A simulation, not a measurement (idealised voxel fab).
The document below concerns the process module designated voxel wiring stack.
We display cut, a cross-section 180 nm in width whose square cells are each 5 nm.
Format of a cross-section: grid, square cells. Given as bands. Order: top down. Band: one or more rows of cells.
What a band's entry tells you: where the top is and where the bottom is, as heights in nm, and after that what lies inside, material by material from left to right, each with its width in nm. Empty space is written as the word "air", and a single material marked with the word "all across" occupies the band from edge to edge.
Heights are reckoned from 0. Under this level, the received wafer is all of one material. The bottommost band is open-ended downward, for example "0 -> down".
Width "30 to 40": first value at the band's top row of cells, second value at its bottom row, equal change from row to row.
No cell of the cross-section changed in a step that is given as "nothing was modified".
Closed empty spaces (no open way to the top) of 8 cells or more are what "Voids, fully enclosed" lists, each as width x height at distance from the left edge, nm for all three.
Heads up: the bit after the settings on a step's line is the simulator's remark on that step.
overlay nm: mask offset rightward from planned place, masked step; negative means leftward offset.
## The steps planned for the process are as follows
| 1 | RECEIVE [material Si] |
| 2 | CONFORMAL_DEP [material SiO2] [thk nm 10] |
| 3 | DIRECTIONAL_DEP [material TiN] [thk nm 5] |
| 4 | DIRECTIONAL_DEP [material W] [thk nm 15] |
| 5 | DIRECTIONAL_DEP [material aC] [thk nm 15] |
| 6 | PATTERN [tone cover] [mask id METAL_1] [material resist] [width nm 20] [pitch nm 45] [thk nm 30] [overlay nm 0] |
| 7 | DIRECTIONAL_ETCH [etch materials aC] [depth nm 15] |
| 8 | STRIP [etch materials resist] |
| 9 | DIRECTIONAL_ETCH [etch materials W] [depth nm 15] |
| 10 | DIRECTIONAL_ETCH [etch materials TiN] [depth nm 5] |
| 11 | STRIP [etch materials aC] |
| 12 | FILL_DEP [material SiO2] [thk nm 10] |
| 13 | CMP [height nm 30] |
| 14 | CONFORMAL_DEP [material SiCN] [thk nm 5] |
| 15 | DIRECTIONAL_DEP [material lowk] [thk nm 35] |
| 16 | DIRECTIONAL_DEP [material aC] [thk nm 15] |
| 17 | PATTERN [tone open] [mask id METAL_2_HOLES] [material resist] [width nm 15] [thk nm 35] [overlay nm 0] |
| 18 | DIRECTIONAL_ETCH [etch materials aC] [depth nm 15] |
| 19 | STRIP [etch materials resist] |
| 20 | DIRECTIONAL_ETCH [etch materials lowk] [depth nm 35] |
| 21 | STRIP [etch materials aC] |
| 22 | DIRECTIONAL_DEP [material aC] [thk nm 15] |
| 23 | PATTERN [tone open] [mask id METAL_2] [material resist] [width nm 20] [pitch nm 45] [thk nm 30] [overlay nm 0] |
| 24 | DIRECTIONAL_ETCH [etch materials aC] [depth nm 15] |
| 25 | STRIP [etch materials resist] |
| 26 | DIRECTIONAL_ETCH [etch materials lowk] [depth nm 20] |
| 27 | DIRECTIONAL_ETCH [etch materials SiCN] [depth nm 5] |
| 28 | STRIP [etch materials aC] |
| 29 | CONFORMAL_DEP [material TiN] [thk nm 5] |
| 30 | FILL_DEP [material Cu] [thk nm 5] |
| 31 | CMP [height nm 70] |
| 32 | CONFORMAL_DEP [material SiN] [thk nm 5] |
## Step 1 complete: cross-section of the wafer as received
	0 -> down = Si all across
	Voids, fully enclosed: none
## a wafer at the end: this start, this plan, one mistake
	75 -> 70 = SiN all across
	70 -> 55 = 55 lowk  5 TiN  5 Cu  5 TiN  110 lowk
	55 -> 50 = 55 lowk  15 TiN  110 lowk
	50 -> 35 = lowk all across
	35 -> 30 = SiCN all across
	30 -> 15 = 55 SiO2  20 W  25 SiO2  20 W  60 SiO2
	15 -> 10 = 55 SiO2  20 TiN  25 SiO2  20 TiN  60 SiO2
	10 -> 0 = SiO2 all across
	0 -> down = Si all across
	Voids, fully enclosed: none
Diagnosis: step 15 of the plan was carried out twice
